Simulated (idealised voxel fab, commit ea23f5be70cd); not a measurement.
process module | voxel self aligned vias
cross-section cut | 185 nm wide | cells 5 nm
A cross-section is a grid of square cells, given in bands from the top down. A band is one or more rows of cells.
Each band's line starts with the height of the band's top and of its bottom, in nm. Then come its materials from left to right, each with its width in nm. One material with "throughout" fills the band from edge to edge. "air" is empty space.
Height 0 is the level under which the wafer as received is all one material. The lowest band goes on downwards, as in "0 down".
A width such as "30 to 40" changes by the same amount from each row of cells to the next, from the band's top row to its bottom row.
"no change" after a step means that no cell of the cross-section changed.
closed voids: empty space of 8 cells or more with no open way to the top, each as width x height at its distance from the left edge, in nm
after a step's settings: what the simulator itself notes on the step
overlay nm, on a step with a mask: how far to the right of its planned place the mask lay; to the left if negative
plan
1 op RECEIVE | material Si
2 op CONFORMAL_DEP | material SiO2 | thk nm 10
3 op CONFORMAL_DEP | material SiCN | thk nm 5
4 op DIRECTIONAL_DEP | material SiO2 | thk nm 25
5 op MASKED_ETCH | tone open | mask id LINES | width nm 25 | pitch nm 70 | etch materials SiO2 | depth nm 25 | overlay nm 0
6 op CONFORMAL_DEP | material TiN | thk nm 5
7 op FILL_DEP | material Ru | thk nm 10
8 op CMP | height nm 40
9 op SELECTIVE_ETCH | etch materials W Ru TiN | depth nm 5
10 op FILL_DEP | material SiN | thk nm 10
11 op CMP | height nm 40
12 op DIRECTIONAL_DEP | material SiO2 | thk nm 20
13 op DIRECTIONAL_DEP | material aC | thk nm 10
14 op PATTERN | tone open | mask id VIAS | material resist | width nm 45 | thk nm 30 | overlay nm 0
15 op DIRECTIONAL_ETCH | etch materials aC | depth nm 10
16 op STRIP | etch materials resist
17 op DIRECTIONAL_ETCH | etch materials SiO2 | depth nm 20
18 op DIRECTIONAL_ETCH | etch materials SiN | depth nm 5
19 op STRIP | etch materials aC
20 op CONFORMAL_DEP | material TiN | thk nm 5
21 op FILL_DEP | material Ru | thk nm 10
22 op CMP | height nm 60
23 op CONFORMAL_DEP | material SiCN | thk nm 5
first wafer, as planned
as received, after step 1
  0 down: Si throughout
  closed voids: none
after step 2
  10 to 0: SiO2 throughout
  below 0: unchanged
after step 3
  15 to 10: SiCN throughout
  below 10: unchanged
after step 4
  40 to 15: SiO2 throughout
  below 15: unchanged
after step 5
  40 to 15: SiO2 45 | air 25 | SiO2 45 | air 25 | SiO2 45
  below 15: unchanged
after step 6
  45 to 40: TiN 50 | air 15 | TiN 55 | air 15 | TiN 50
  40 to 20: SiO2 45 | TiN 5 | air 15 | TiN 5 | SiO2 45 | TiN 5 | air 15 | TiN 5 | SiO2 45
  20 to 15: SiO2 45 | TiN 25 | SiO2 45 | TiN 25 | SiO2 45
  below 15: unchanged
after step 7
  55 to 45: Ru throughout
  45 to 40: TiN 50 | Ru 15 | TiN 55 | Ru 15 | TiN 50
  40 to 20: SiO2 45 | TiN 5 | Ru 15 | TiN 5 | SiO2 45 | TiN 5 | Ru 15 | TiN 5 | SiO2 45
  below 20: unchanged
after step 8
  40 to 20: SiO2 45 | TiN 5 | Ru 15 | TiN 5 | SiO2 45 | TiN 5 | Ru 15 | TiN 5 | SiO2 45
  below 20: unchanged
after step 9
  40 to 35: SiO2 45 | air 25 | SiO2 45 | air 25 | SiO2 45
  below 35: unchanged
after step 10
  50 to 40: SiN throughout
  40 to 35: SiO2 45 | SiN 25 | SiO2 45 | SiN 25 | SiO2 45
  below 35: unchanged
after step 11
  40 to 35: SiO2 45 | SiN 25 | SiO2 45 | SiN 25 | SiO2 45
  below 35: unchanged
after step 12
  60 to 40: SiO2 throughout
  below 40: unchanged
after step 13
  70 to 60: aC throughout
  below 60: unchanged
after step 14
  100 to 70: resist 35 | air 45 | resist 105
  below 70: unchanged
after step 15
  90 to 70: resist 35 | air 45 | resist 105
  70 to 60: aC 35 | air 45 | aC 105
  below 60: unchanged
after step 16
  70 to 60: aC 35 | air 45 | aC 105
  below 60: unchanged
after step 17
  70 to 60: aC 35 | air 45 | aC 105
  60 to 40: SiO2 35 | air 45 | SiO2 105
  below 40: unchanged
after step 18
  70 to 60: aC 35 | air 45 | aC 105
  60 to 40: SiO2 35 | air 45 | SiO2 105
  40 to 35: SiO2 45 | air 25 | SiO2 45 | SiN 25 | SiO2 45
  below 35: unchanged
after step 19
  60 to 40: SiO2 35 | air 45 | SiO2 105
  below 40: unchanged
after step 20
  65 to 60: TiN 40 | air 35 | TiN 110
  60 to 45: SiO2 35 | TiN 5 | air 35 | TiN 5 | SiO2 105
  45 to 40: SiO2 35 | TiN 15 | air 15 | TiN 15 | SiO2 105
  40 to 35: SiO2 45 | TiN 25 | SiO2 45 | SiN 25 | SiO2 45
  below 35: unchanged
after step 21
  75 to 65: Ru throughout
  65 to 60: TiN 40 | Ru 35 | TiN 110
  60 to 45: SiO2 35 | TiN 5 | Ru 35 | TiN 5 | SiO2 105
  45 to 40: SiO2 35 | TiN 15 | Ru 15 | TiN 15 | SiO2 105
  below 40: unchanged
after step 22
  60 to 45: SiO2 35 | TiN 5 | Ru 35 | TiN 5 | SiO2 105
  below 45: unchanged
after step 23
  65 to 60: SiCN throughout
  below 60: unchanged
second wafer: like start, like plan, one mistake. Through step 1 it matches the first wafer
when step 2 should have ended: no change
when step 3 should have ended
  5 to 0: SiCN throughout
  below 0: unchanged
when step 4 should have ended
  30 to 5: SiO2 throughout
  below 5: unchanged
when step 5 should have ended
  30 to 5: SiO2 45 | air 25 | SiO2 45 | air 25 | SiO2 45
  below 5: unchanged
when step 6 should have ended
  35 to 30: TiN 50 | air 15 | TiN 55 | air 15 | TiN 50
  30 to 10: SiO2 45 | TiN 5 | air 15 | TiN 5 | SiO2 45 | TiN 5 | air 15 | TiN 5 | SiO2 45
  10 to 5: SiO2 45 | TiN 25 | SiO2 45 | TiN 25 | SiO2 45
  below 5: unchanged
when step 7 should have ended
  45 to 35: Ru throughout
  35 to 30: TiN 50 | Ru 15 | TiN 55 | Ru 15 | TiN 50
  30 to 10: SiO2 45 | TiN 5 | Ru 15 | TiN 5 | SiO2 45 | TiN 5 | Ru 15 | TiN 5 | SiO2 45
  below 10: unchanged
when step 8 should have ended
  40 to 35: Ru throughout
  below 35: unchanged
when step 9 should have ended
  35 to 30: TiN 50 | Ru 15 | TiN 55 | Ru 15 | TiN 50
  below 30: unchanged
when step 10 should have ended
  45 to 35: SiN throughout
  below 35: unchanged
when step 11 should have ended
  40 to 35: SiN throughout
  below 35: unchanged
when step 12 should have ended
  60 to 40: SiO2 throughout
  below 40: unchanged
when step 13 should have ended
  70 to 60: aC throughout
  below 60: unchanged
when step 14 should have ended
  100 to 70: resist 35 | air 45 | resist 105
  below 70: unchanged
when step 15 should have ended
  90 to 70: resist 35 | air 45 | resist 105
  70 to 60: aC 35 | air 45 | aC 105
  below 60: unchanged
when step 16 should have ended
  70 to 60: aC 35 | air 45 | aC 105
  below 60: unchanged
when step 17 should have ended
  70 to 60: aC 35 | air 45 | aC 105
  60 to 40: SiO2 35 | air 45 | SiO2 105
  below 40: unchanged
when step 18 should have ended
  70 to 60: aC 35 | air 45 | aC 105
  60 to 40: SiO2 35 | air 45 | SiO2 105
  40 to 35: SiN 35 | air 45 | SiN 105
  below 35: unchanged
when step 19 should have ended
  60 to 40: SiO2 35 | air 45 | SiO2 105
  below 40: unchanged
when step 20 should have ended
  65 to 60: TiN 40 | air 35 | TiN 110
  60 to 40: SiO2 35 | TiN 5 | air 35 | TiN 5 | SiO2 105
  40 to 35: SiN 35 | TiN 45 | SiN 105
  below 35: unchanged
when step 21 should have ended
  75 to 65: Ru throughout
  65 to 60: TiN 40 | Ru 35 | TiN 110
  60 to 40: SiO2 35 | TiN 5 | Ru 35 | TiN 5 | SiO2 105
  below 40: unchanged
when step 22 should have ended
  60 to 40: SiO2 35 | TiN 5 | Ru 35 | TiN 5 | SiO2 105
  below 40: unchanged
when step 23 should have ended
  65 to 60: SiCN throughout
  below 60: unchanged
what went wrong: step 2 was left out
at the end the second wafer has, in cells: 16 more of Ru | 23 more of SiN | 74 fewer of SiO2 | 35 more of TiN
